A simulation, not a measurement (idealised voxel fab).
Documented hereafter: the process module known as voxel capacitor over wiring.
Cross-section cut: width 235 nm, square cells of 5 nm.
This document writes a cross-section as a grid whose cells are square, and gives it as bands, listed from the top down; one or more rows of cells form a band.
Band: top and bottom heights (nm) first, top before bottom; then materials from left to right, widths in nm. "all across" marks a sole material filling the band edge to edge. "air" denotes empty space.
It should be noted that heights are counted from 0, beneath which the wafer as supplied is of one material throughout, and that the lowest band possesses no lower boundary but continues downward, as written in "0..down".
Quick explanation for "30->40": the width changes in equal steps down the rows of cells, from the first number in the band's top row to the second number in its bottom row.
What does "remained the same" mean for a step? It means no cell of the cross-section changed in that step.
Basically, "Sealed void listing" tells you about the enclosed voids: empty spaces with no open way to the top, 8 cells or bigger, each written width x height at distance, where distance is from the left edge, all in nm.
Formally, on a step line, whatever follows the settings is a remark that the simulator itself makes on the step.
overlay nm: where the mask lay relative to plan, measured to the right, on steps with a mask; negatives go left.

## Listed below are the process steps as planned
1 RECEIVE, material Si
2 CONFORMAL_DEP, material SiO2, thk nm 15
3 CONFORMAL_DEP, material SiN, thk nm 5
4 DIRECTIONAL_DEP, material SiO2, thk nm 15
5 DIRECTIONAL_DEP, material aC, thk nm 10
6 PATTERN, tone open, mask id METAL_1, material resist, width nm 25, pitch nm 90, thk nm 30, overlay nm 0
7 DIRECTIONAL_ETCH, etch materials aC, depth nm 10
8 STRIP, etch materials resist
9 DIRECTIONAL_ETCH, etch materials SiO2, depth nm 15
10 DIRECTIONAL_ETCH, etch materials SiN, depth nm 5
11 STRIP, etch materials aC
12 CONFORMAL_DEP, material TiN, thk nm 5
13 FILL_DEP, material Cu, thk nm 5
14 CMP, height nm 35
15 EPI, material Ru, thk nm 5
16 FILL_DEP, material SiCN, thk nm 5
17 DIRECTIONAL_DEP, material lowk, thk nm 15
18 DIRECTIONAL_DEP, material aC, thk nm 10
19 PATTERN, tone open, mask id PLUG_1, material resist, width nm 15, thk nm 30, overlay nm 0
20 DIRECTIONAL_ETCH, etch materials aC, depth nm 10
21 STRIP, etch materials resist
22 DIRECTIONAL_ETCH, etch materials lowk, depth nm 15
23 DIRECTIONAL_ETCH, etch materials SiCN, depth nm 5
24 STRIP, etch materials aC
25 EPI, material Ru, thk nm 10
26 EPI, material Ru, thk nm 10
27 DIRECTIONAL_DEP, material TiN, thk nm 5
28 DIRECTIONAL_DEP, material Al2O3, thk nm 5
29 DIRECTIONAL_DEP, material TiN, thk nm 10
30 MASKED_ETCH, tone cover, mask id UPPER_PLATE, width nm 70, etch materials TiN, depth nm 10, overlay nm 0
31 MASKED_ETCH, tone cover, mask id UPPER_PLATE, width nm 70, etch materials Al2O3, depth nm 5, overlay nm 0
32 DIRECTIONAL_DEP, material aC, thk nm 15
33 PATTERN, tone cover, mask id LOWER_PLATE, material resist, width nm 80, thk nm 35, overlay nm 0
34 DIRECTIONAL_ETCH, etch materials aC, depth nm 15
35 STRIP, etch materials resist
36 DIRECTIONAL_ETCH, etch materials TiN, depth nm 5
37 STRIP, etch materials aC
38 FILL_DEP, material SiO2, thk nm 15
39 CMP, height nm 90
40 DIRECTIONAL_DEP, material aC, thk nm 15
41 PATTERN, tone open, mask id PLUG_2, material resist, width nm 15, thk nm 35, overlay nm 0
42 DIRECTIONAL_ETCH, etch materials aC, depth nm 15
43 STRIP, etch materials resist
44 DIRECTIONAL_ETCH, etch materials SiO2, depth nm 10
45 STRIP, etch materials aC
46 CONFORMAL_DEP, material TiN, thk nm 5
47 FILL_DEP, material Ru, thk nm 5
48 CMP, height nm 90
49 CONFORMAL_DEP, material SiCN, thk nm 5

## Here's what the wafer looked like in cross-section when it arrived - that's after step 1
0..down  Si all across
Sealed void listing: none

## Starting structure and process plan are as shown above, but one mistake was made in running the module; the wafer cross-section at the end of the module follows
95..90  SiCN all across
90..85  80 of SiO2 / 5 of TiN / 5 of Ru / 5 of TiN / 140 of SiO2
85..80  80 of SiO2 / 15 of TiN / 140 of SiO2
80..70  70 of SiO2 / 70 of TiN / 95 of SiO2
70..65  70 of SiO2 / 70 of Al2O3 / 95 of SiO2
65..60  65 of SiO2 / 80 of TiN / 90 of SiO2
60..45  75 of lowk / 15 of Ru / 145 of lowk
45..40  75 of SiCN / 15 of Ru / 145 of SiCN
40..35  55 of SiCN / 35 of Ru / 55 of SiCN / 35 of Ru / 55 of SiCN
35..20  60 of SiO2 / 5 of TiN / 15 of Cu / 5 of TiN / 65 of SiO2 / 5 of TiN / 15 of Cu / 5 of TiN / 60 of SiO2
20..15  60 of SiN / 25 of TiN / 65 of SiN / 25 of TiN / 60 of SiN
15..0  SiO2 all across
0..down  Si all across
Sealed void listing: none
Plan not followed: heads up, step 19 didn't go per plan, it actually ran as PATTERN, tone open, mask id PLUG_1, material resist, width nm 15, thk nm 30, overlay nm 5
